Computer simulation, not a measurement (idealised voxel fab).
Title: Process Module voxel self aligned vias
Displayed cross-section: cut, width of 175 nm, square cells sized 5 nm.
If you're reading a cross-section in this doc, picture square cells in a grid; it comes to you as bands, top ones listed first down to the bottom, and a band can be one or more rows of cells. Look at the band entry: it leads with the top's height and the bottom's height in nm. Then it lists the materials left to right, with a width in nm for each. The word "throughout" on a single material says that material fills the band edge to edge. The word "air" is empty space. We count height from 0. Below that, the starting wafer is all one material. The lowest band never ends at the bottom but goes on down; see "0 -> down" for how that is written. Width: "30->40" (first number = top row, second number = bottom row, same change from row to row of cells). Take "nothing was modified" at face value: in the step it is given for, the cross-section changed in none of its cells. "Completely enclosed voids": sealed empty spaces, 8 cells or more, no open way to top, listed width x height at distance, with distance from the left edge and width, height and distance in nm. On a step's line, text after the settings is the simulator commenting on that step. The setting "overlay nm" may be written on the line of a step. When the step uses a mask, the value reports how far to the right of the planned place the mask lay, and a negative value reports that it lay to the left. Note: before/after cross-section pairs follow, one process step per pair, after-side truncated at the lowest changed band, step and settings given beneath. Different runs of this module on the same starting wafer may supply the pairs; a pair continues the one above only where the "Pre-process cross-section" entry says so.
### Pre-process cross-section
* 60 -> 45  SiO2 35 nm; TiN 5 nm; Cu 25 nm; TiN 5 nm; SiO2 105 nm
* 45 -> 40  SiO2 35 nm; TiN 10 nm; Cu 15 nm; TiN 10 nm; SiO2 105 nm
* 40 -> 35  SiO2 40 nm; TiN 25 nm; SiO2 40 nm; SiN 25 nm; SiO2 45 nm
* 35 -> 25  SiO2 40 nm; TiN 5 nm; Ru 15 nm; TiN 5 nm; SiO2 40 nm; TiN 5 nm; Ru 15 nm; TiN 5 nm; SiO2 45 nm
* 25 -> 20  SiO2 40 nm; TiN 25 nm; SiO2 40 nm; TiN 25 nm; SiO2 45 nm
* 20 -> 15  SiCN throughout
* 15 -> 0  SiO2 throughout
* 0 -> down  Si throughout
* Completely enclosed voids: none
### Section After Processing
* 65 -> 60  SiCN throughout
* Unchanged below 60.
* Completely enclosed voids: none
The before and after cross-sections above are linked by CONFORMAL_DEP, material SiCN, thk nm 5
### Pre-process cross-section
* 75 -> 60  aC throughout
* 60 -> 40  SiO2 throughout
* 40 -> 35  SiO2 40 nm; SiN 25 nm; SiO2 40 nm; SiN 25 nm; SiO2 45 nm
* 35 -> 20  SiO2 40 nm; TiN 5 nm; Ru 15 nm; TiN 5 nm; SiO2 40 nm; TiN 5 nm; Ru 15 nm; TiN 5 nm; SiO2 45 nm
* 20 -> 15  SiO2 40 nm; TiN 25 nm; SiO2 40 nm; TiN 25 nm; SiO2 45 nm
* 15 -> 10  SiCN throughout
* 10 -> 0  SiO2 throughout
* 0 -> down  Si throughout
* Completely enclosed voids: none
### Section After Processing
* 110 -> 75  resist 30 nm; air 45 nm; resist 100 nm
* Unchanged below 75.
* Completely enclosed voids: none
The before and after cross-sections above are linked by PATTERN, tone open, mask id VIAS, material resist, width nm 45, thk nm 35, overlay nm 0
Pre-process cross-section: after-step cross-section of the pair just above applies.
### Section After Processing
* 95 -> 75  resist 30 nm; air 45 nm; resist 100 nm
* 75 -> 60  aC 30 nm; air 45 nm; aC 100 nm
* Unchanged below 60.
* Completely enclosed voids: none
The before and after cross-sections above are linked by DIRECTIONAL_ETCH, etch materials aC, depth nm 15
Pre-process cross-section: after-step cross-section of the pair just above applies.
### Section After Processing
* 75 -> 60  aC 30 nm; air 45 nm; aC 100 nm
* Unchanged below 60.
* Completely enclosed voids: none
The before and after cross-sections above are linked by STRIP, etch materials resist
Pre-process cross-section: after-step cross-section of the pair just above applies.
### Section After Processing
* 75 -> 60  aC 30 nm; air 45 nm; aC 100 nm
* 60 -> 40  SiO2 30 nm; air 45 nm; SiO2 100 nm
* Unchanged below 40.
* Completely enclosed voids: none
The before and after cross-sections above are linked by DIRECTIONAL_ETCH, etch materials SiO2, depth nm 20
Pre-process cross-section: after-step cross-section of the pair just above applies.
### Section After Processing
* 75 -> 60  aC 30 nm; air 45 nm; aC 100 nm
* 60 -> 40  SiO2 30 nm; air 45 nm; SiO2 100 nm
* 40 -> 35  SiO2 40 nm; air 25 nm; SiO2 40 nm; SiN 25 nm; SiO2 45 nm
* Unchanged below 35.
* Completely enclosed voids: none
The before and after cross-sections above are linked by DIRECTIONAL_ETCH, etch materials SiN, depth nm 5
Pre-process cross-section: after-step cross-section of the pair just above applies.
### Section After Processing
* 60 -> 40  SiO2 30 nm; air 45 nm; SiO2 100 nm
* Unchanged below 40.
* Completely enclosed voids: none
The before and after cross-sections above are linked by STRIP, etch materials aC
Pre-process cross-section: after-step cross-section of the pair just above applies.
### Section After Processing
* 65 -> 60  TiN 35 nm; air 35 nm; TiN 105 nm
* 60 -> 45  SiO2 30 nm; TiN 5 nm; air 35 nm; TiN 5 nm; SiO2 100 nm
* 45 -> 40  SiO2 30 nm; TiN 15 nm; air 15 nm; TiN 15 nm; SiO2 100 nm
* 40 -> 35  SiO2 40 nm; TiN 25 nm; SiO2 40 nm; SiN 25 nm; SiO2 45 nm
* Unchanged below 35.
* Completely enclosed voids: none
The before and after cross-sections above are linked by CONFORMAL_DEP, material TiN, thk nm 5
Pre-process cross-section: after-step cross-section of the pair just above applies.
### Section After Processing
* 70 -> 65  Cu throughout
* 65 -> 60  TiN 35 nm; Cu 35 nm; TiN 105 nm
* 60 -> 45  SiO2 30 nm; TiN 5 nm; Cu 35 nm; TiN 5 nm; SiO2 100 nm
* 45 -> 40  SiO2 30 nm; TiN 15 nm; Cu 15 nm; TiN 15 nm; SiO2 100 nm
* Unchanged below 40.
* Completely enclosed voids: none
The before and after cross-sections above are linked by FILL_DEP, material Cu, thk nm 5
Pre-process cross-section: after-step cross-section of the pair just above applies.
### Section After Processing
* 60 -> 45  SiO2 30 nm; TiN 5 nm; Cu 35 nm; TiN 5 nm; SiO2 100 nm
* Unchanged below 45.
* Completely enclosed voids: none
The before and after cross-sections above are linked by CMP, height nm 60
Pre-process cross-section: after-step cross-section of the pair just above applies.
### Section After Processing
* 65 -> 60  SiCN throughout
* Unchanged below 60.
* Completely enclosed voids: none
The before and after cross-sections above are linked by CONFORMAL_DEP, material SiCN, thk nm 5
### Pre-process cross-section
* 75 -> 60  aC throughout
* 60 -> 40  SiO2 throughout
* 40 -> 35  SiO2 40 nm; SiN 25 nm; SiO2 40 nm; SiN 25 nm; SiO2 45 nm
* 35 -> 20  SiO2 40 nm; TiN 5 nm; Ru 15 nm; TiN 5 nm; SiO2 40 nm; TiN 5 nm; Ru 15 nm; TiN 5 nm; SiO2 45 nm
* 20 -> 15  SiO2 40 nm; TiN 25 nm; SiO2 40 nm; TiN 25 nm; SiO2 45 nm
* 15 -> 10  SiCN throughout
* 10 -> 0  SiO2 throughout
* 0 -> down  Si throughout
* Completely enclosed voids: none
### Section After Processing
* 110 -> 75  resist 30 nm; air 35 nm; resist 110 nm
* Unchanged below 75.
* Completely enclosed voids: none
The before and after cross-sections above are linked by PATTERN, tone open, mask id VIAS, material resist, width nm 35, thk nm 35, overlay nm -5
Pre-process cross-section: after-step cross-section of the pair just above applies.
### Section After Processing
* 95 -> 75  resist 30 nm; air 35 nm; resist 110 nm
* 75 -> 60  aC 30 nm; air 35 nm; aC 110 nm
* Unchanged below 60.
* Completely enclosed voids: none
The before and after cross-sections above are linked by DIRECTIONAL_ETCH, etch materials aC, depth nm 15
Pre-process cross-section: after-step cross-section of the pair just above applies.
### Section After Processing
* 75 -> 60  aC 30 nm; air 35 nm; aC 110 nm
* Unchanged below 60.
* Completely enclosed voids: none
The before and after cross-sections above are linked by STRIP, etch materials resist
Pre-process cross-section: after-step cross-section of the pair just above applies.
### Section After Processing
* 75 -> 60  aC 30 nm; air 35 nm; aC 110 nm
* 60 -> 40  SiO2 30 nm; air 35 nm; SiO2 110 nm
* Unchanged below 40.
* Completely enclosed voids: none
The before and after cross-sections above are linked by DIRECTIONAL_ETCH, etch materials SiO2, depth nm 20
Pre-process cross-section: after-step cross-section of the pair just above applies.
### Section After Processing
* 75 -> 60  aC 30 nm; air 35 nm; aC 110 nm
* 60 -> 40  SiO2 30 nm; air 35 nm; SiO2 110 nm
* 40 -> 35  SiO2 40 nm; air 25 nm; SiO2 40 nm; SiN 25 nm; SiO2 45 nm
* Unchanged below 35.
* Completely enclosed voids: none
The before and after cross-sections above are linked by DIRECTIONAL_ETCH, etch materials SiN, depth nm 5
Pre-process cross-section: after-step cross-section of the pair just above applies.
### Section After Processing
* 60 -> 40  SiO2 30 nm; air 35 nm; SiO2 110 nm
* Unchanged below 40.
* Completely enclosed voids: none
The before and after cross-sections above are linked by STRIP, etch materials aC
Pre-process cross-section: after-step cross-section of the pair just above applies.
### Section After Processing
* 65 -> 60  TiN 35 nm; air 25 nm; TiN 115 nm
* 60 -> 45  SiO2 30 nm; TiN 5 nm; air 25 nm; TiN 5 nm; SiO2 110 nm
* 45 -> 40  SiO2 30 nm; TiN 15 nm; air 15 nm; TiN 5 nm; SiO2 110 nm
* 40 -> 35  SiO2 40 nm; TiN 25 nm; SiO2 40 nm; SiN 25 nm; SiO2 45 nm
* Unchanged below 35.
* Completely enclosed voids: none
The before and after cross-sections above are linked by CONFORMAL_DEP, material TiN, thk nm 5
Pre-process cross-section: after-step cross-section of the pair just above applies.
### Section After Processing
* 70 -> 65  Cu throughout
* 65 -> 60  TiN 35 nm; Cu 25 nm; TiN 115 nm
* 60 -> 45  SiO2 30 nm; TiN 5 nm; Cu 25 nm; TiN 5 nm; SiO2 110 nm
* 45 -> 40  SiO2 30 nm; TiN 15 nm; Cu 15 nm; TiN 5 nm; SiO2 110 nm
* Unchanged below 40.
* Completely enclosed voids: none
The before and after cross-sections above are linked by FILL_DEP, material Cu, thk nm 5
Pre-process cross-section: after-step cross-section of the pair just above applies.
### Section After Processing
* 60 -> 45  SiO2 30 nm; TiN 5 nm; Cu 25 nm; TiN 5 nm; SiO2 110 nm
* Unchanged below 45.
* Completely enclosed voids: none
The before and after cross-sections above are linked by CMP, height nm 60
Pre-process cross-section: after-step cross-section of the pair just above applies.
### Section After Processing
* 65 -> 60  SiCN throughout
* Unchanged below 60.
* Completely enclosed voids: none
The before and after cross-sections above are linked by CONFORMAL_DEP, material SiCN, thk nm 5
### Pre-process cross-section
* 40 -> 15  SiO2 40 nm; air 25 nm; SiO2 40 nm; air 25 nm; SiO2 45 nm
* 15 -> 10  SiCN throughout
* 10 -> 0  SiO2 throughout
* 0 -> down  Si throughout
* Completely enclosed voids: none
### Section After Processing
* 45 -> 20  SiO2 45 nm; air 15 nm; SiO2 50 nm; air 15 nm; SiO2 50 nm
* 20 -> 15  SiO2 throughout
* Unchanged below 15.
* Completely enclosed voids: none
The before and after cross-sections above are linked by CONFORMAL_DEP, material SiO2, thk nm 5
Pre-process cross-section: after-step cross-section of the pair just above applies.
### Section After Processing
* 50 -> 45  Ru throughout
* 45 -> 20  SiO2 45 nm; Ru 15 nm; SiO2 50 nm; Ru 15 nm; SiO2 50 nm
* Unchanged below 20.
* Completely enclosed voids: none
The before and after cross-sections above are linked by FILL_DEP, material Ru, thk nm 5
Pre-process cross-section: after-step cross-section of the pair just above applies.
### Section After Processing
* 40 -> 20  SiO2 45 nm; Ru 15 nm; SiO2 50 nm; Ru 15 nm; SiO2 50 nm
* Unchanged below 20.
* Completely enclosed voids: none
The before and after cross-sections above are linked by CMP, height nm 40
Pre-process cross-section: after-step cross-section of the pair just above applies.
### Section After Processing
* 40 -> 35  SiO2 45 nm; air 15 nm; SiO2 50 nm; air 15 nm; SiO2 50 nm
* Unchanged below 35.
* Completely enclosed voids: none
The before and after cross-sections above are linked by SELECTIVE_ETCH, etch materials W Ru TiN, depth nm 5
Pre-process cross-section: after-step cross-section of the pair just above applies.
### Section After Processing
* 45 -> 40  SiN throughout
* 40 -> 35  SiO2 45 nm; SiN 15 nm; SiO2 50 nm; SiN 15 nm; SiO2 50 nm
* Unchanged below 35.
* Completely enclosed voids: none
The before and after cross-sections above are linked by FILL_DEP, material SiN, thk nm 5
Pre-process cross-section: after-step cross-section of the pair just above applies.
### Section After Processing
* 40 -> 35  SiO2 45 nm; SiN 15 nm; SiO2 50 nm; SiN 15 nm; SiO2 50 nm
* Unchanged below 35.
* Completely enclosed voids: none
The before and after cross-sections above are linked by CMP, height nm 40
Pre-process cross-section: after-step cross-section of the pair just above applies.
### Section After Processing
* 60 -> 40  SiO2 throughout
* Unchanged below 40.
* Completely enclosed voids: none
The before and after cross-sections above are linked by DIRECTIONAL_DEP, material SiO2, thk nm 20
Pre-process cross-section: after-step cross-section of the pair just above applies.
### Section After Processing
* 75 -> 60  aC throughout
* Unchanged below 60.
* Completely enclosed voids: none
The before and after cross-sections above are linked by DIRECTIONAL_DEP, material aC, thk nm 15
Pre-process cross-section: after-step cross-section of the pair just above applies.
### Section After Processing
* 110 -> 75  resist 35 nm; air 35 nm; resist 105 nm
* Unchanged below 75.
* Completely enclosed voids: none
The before and after cross-sections above are linked by PATTERN, tone open, mask id VIAS, material resist, width nm 35, thk nm 35, overlay nm 0
Pre-process cross-section: after-step cross-section of the pair just above applies.
### Section After Processing
* 95 -> 75  resist 35 nm; air 35 nm; resist 105 nm
* 75 -> 60  aC 35 nm; air 35 nm; aC 105 nm
* Unchanged below 60.
* Completely enclosed voids: none
The before and after cross-sections above are linked by DIRECTIONAL_ETCH, etch materials aC, depth nm 15
Pre-process cross-section: after-step cross-section of the pair just above applies.
### Section After Processing
* 75 -> 60  aC 35 nm; air 35 nm; aC 105 nm
* Unchanged below 60.
* Completely enclosed voids: none
The before and after cross-sections above are linked by STRIP, etch materials resist
Pre-process cross-section: after-step cross-section of the pair just above applies.
### Section After Processing
* 75 -> 60  aC 35 nm; air 35 nm; aC 105 nm
* 60 -> 40  SiO2 35 nm; air 35 nm; SiO2 105 nm
* Unchanged below 40.
* Completely enclosed voids: none
The before and after cross-sections above are linked by DIRECTIONAL_ETCH, etch materials SiO2, depth nm 20
Pre-process cross-section: after-step cross-section of the pair just above applies.
### Section After Processing
* 75 -> 60  aC 35 nm; air 35 nm; aC 105 nm
* 60 -> 40  SiO2 35 nm; air 35 nm; SiO2 105 nm
* 40 -> 35  SiO2 45 nm; air 15 nm; SiO2 50 nm; SiN 15 nm; SiO2 50 nm
* Unchanged below 35.
* Completely enclosed voids: none
The before and after cross-sections above are linked by DIRECTIONAL_ETCH, etch materials SiN, depth nm 5
Pre-process cross-section: after-step cross-section of the pair just above applies.
### Section After Processing
* 60 -> 40  SiO2 35 nm; air 35 nm; SiO2 105 nm
* Unchanged below 40.
* Completely enclosed voids: none
The before and after cross-sections above are linked by STRIP, etch materials aC
Pre-process cross-section: after-step cross-section of the pair just above applies.
### Section After Processing
* 65 -> 60  TiN 40 nm; air 25 nm; TiN 110 nm
* 60 -> 45  SiO2 35 nm; TiN 5 nm; air 25 nm; TiN 5 nm; SiO2 105 nm
* 45 -> 40  SiO2 35 nm; TiN 15 nm; air 5 nm; TiN 15 nm; SiO2 105 nm
* 40 -> 35  SiO2 45 nm; TiN 15 nm; SiO2 50 nm; SiN 15 nm; SiO2 50 nm
* Unchanged below 35.
* Completely enclosed voids: none
The before and after cross-sections above are linked by CONFORMAL_DEP, material TiN, thk nm 5
Pre-process cross-section: after-step cross-section of the pair just above applies.
### Section After Processing
* 70 -> 65  Cu throughout
* 65 -> 60  TiN 40 nm; Cu 25 nm; TiN 110 nm
* 60 -> 45  SiO2 35 nm; TiN 5 nm; Cu 25 nm; TiN 5 nm; SiO2 105 nm
* 45 -> 40  SiO2 35 nm; TiN 15 nm; Cu 5 nm; TiN 15 nm; SiO2 105 nm
* Unchanged below 40.
* Completely enclosed voids: none
The before and after cross-sections above are linked by FILL_DEP, material Cu, thk nm 5
Pre-process cross-section: after-step cross-section of the pair just above applies.
### Section After Processing
* 60 -> 45  SiO2 35 nm; TiN 5 nm; Cu 25 nm; TiN 5 nm; SiO2 105 nm
* Unchanged below 45.
* Completely enclosed voids: none
The before and after cross-sections above are linked by CMP, height nm 60
Pre-process cross-section: after-step cross-section of the pair just above applies.
### Section After Processing
* 65 -> 60  SiCN throughout
* Unchanged below 60.
* Completely enclosed voids: none
The before and after cross-sections above are linked by CONFORMAL_DEP, material SiCN, thk nm 5
### Pre-process cross-section
* 75 -> 60  aC throughout
* 60 -> 40  SiO2 throughout
* 40 -> 35  SiO2 40 nm; SiN 25 nm; SiO2 40 nm; SiN 25 nm; SiO2 45 nm
* 35 -> 20  SiO2 40 nm; TiN 5 nm; Ru 15 nm; TiN 5 nm; SiO2 40 nm; TiN 5 nm; Ru 15 nm; TiN 5 nm; SiO2 45 nm
* 20 -> 15  SiO2 40 nm; TiN 25 nm; SiO2 40 nm; TiN 25 nm; SiO2 45 nm
* 15 -> 10  SiCN throughout
* 10 -> 0  SiO2 throughout
* 0 -> down  Si throughout
* Completely enclosed voids: none
### Section After Processing
* 110 -> 75  air 35 nm; resist 35 nm; air 105 nm
* Unchanged below 75.
* Completely enclosed voids: none
The before and after cross-sections above are linked by PATTERN, tone cover, mask id VIAS, material resist, width nm 35, thk nm 35, overlay nm 0
Pre-process cross-section: after-step cross-section of the pair just above applies.
### Section After Processing
* 95 -> 75  air 35 nm; resist 35 nm; air 105 nm
* 75 -> 60  air 35 nm; aC 35 nm; air 105 nm
* Unchanged below 60.
* Completely enclosed voids: none
The before and after cross-sections above are linked by DIRECTIONAL_ETCH, etch materials aC, depth nm 15
Pre-process cross-section: after-step cross-section of the pair just above applies.
### Section After Processing
* 75 -> 60  air 35 nm; aC 35 nm; air 105 nm
* Unchanged below 60.
* Completely enclosed voids: none
The before and after cross-sections above are linked by STRIP, etch materials resist
Pre-process cross-section: after-step cross-section of the pair just above applies.
### Section After Processing
* 75 -> 60  air 35 nm; aC 35 nm; air 105 nm
* 60 -> 40  air 35 nm; SiO2 35 nm; air 105 nm
* Unchanged below 40.
* Completely enclosed voids: none
The before and after cross-sections above are linked by DIRECTIONAL_ETCH, etch materials SiO2, depth nm 20
Pre-process cross-section: after-step cross-section of the pair just above applies.
### Section After Processing
* 75 -> 60  air 35 nm; aC 35 nm; air 105 nm
* 60 -> 40  air 35 nm; SiO2 35 nm; air 105 nm
* 40 -> 35  SiO2 40 nm; SiN 25 nm; SiO2 40 nm; air 25 nm; SiO2 45 nm
* Unchanged below 35.
* Completely enclosed voids: none
The before and after cross-sections above are linked by DIRECTIONAL_ETCH, etch materials SiN, depth nm 5
Pre-process cross-section: after-step cross-section of the pair just above applies.
### Section After Processing
* 60 -> 40  air 35 nm; SiO2 35 nm; air 105 nm
* Unchanged below 40.
* Completely enclosed voids: none
The before and after cross-sections above are linked by STRIP, etch materials aC
Pre-process cross-section: after-step cross-section of the pair just above applies.
### Section After Processing
* 65 -> 60  air 30 nm; TiN 45 nm; air 100 nm
* 60 -> 45  air 30 nm; TiN 5 nm; SiO2 35 nm; TiN 5 nm; air 100 nm
* 45 -> 40  TiN 35 nm; SiO2 35 nm; TiN 40 nm; air 15 nm; TiN 50 nm
* 40 -> 35  SiO2 40 nm; SiN 25 nm; SiO2 40 nm; TiN 25 nm; SiO2 45 nm
* Unchanged below 35.
* Completely enclosed voids: none
The before and after cross-sections above are linked by CONFORMAL_DEP, material TiN, thk nm 5
Pre-process cross-section: after-step cross-section of the pair just above applies.
### Section After Processing
* 70 -> 65  Cu throughout
* 65 -> 60  Cu 30 nm; TiN 45 nm; Cu 100 nm
* 60 -> 45  Cu 30 nm; TiN 5 nm; SiO2 35 nm; TiN 5 nm; Cu 100 nm
* 45 -> 40  TiN 35 nm; SiO2 35 nm; TiN 40 nm; Cu 15 nm; TiN 50 nm
* Unchanged below 40.
* Completely enclosed voids: none
The before and after cross-sections above are linked by FILL_DEP, material Cu, thk nm 5
Pre-process cross-section: after-step cross-section of the pair just above applies.
### Section After Processing
* 60 -> 45  Cu 30 nm; TiN 5 nm; SiO2 35 nm; TiN 5 nm; Cu 100 nm
* Unchanged below 45.
* Completely enclosed voids: none
The before and after cross-sections above are linked by CMP, height nm 60
Pre-process cross-section: after-step cross-section of the pair just above applies.
### Section After Processing
* 65 -> 60  SiCN throughout
* Unchanged below 60.
* Completely enclosed voids: none
The before and after cross-sections above are linked by CONFORMAL_DEP, material SiCN, thk nm 5
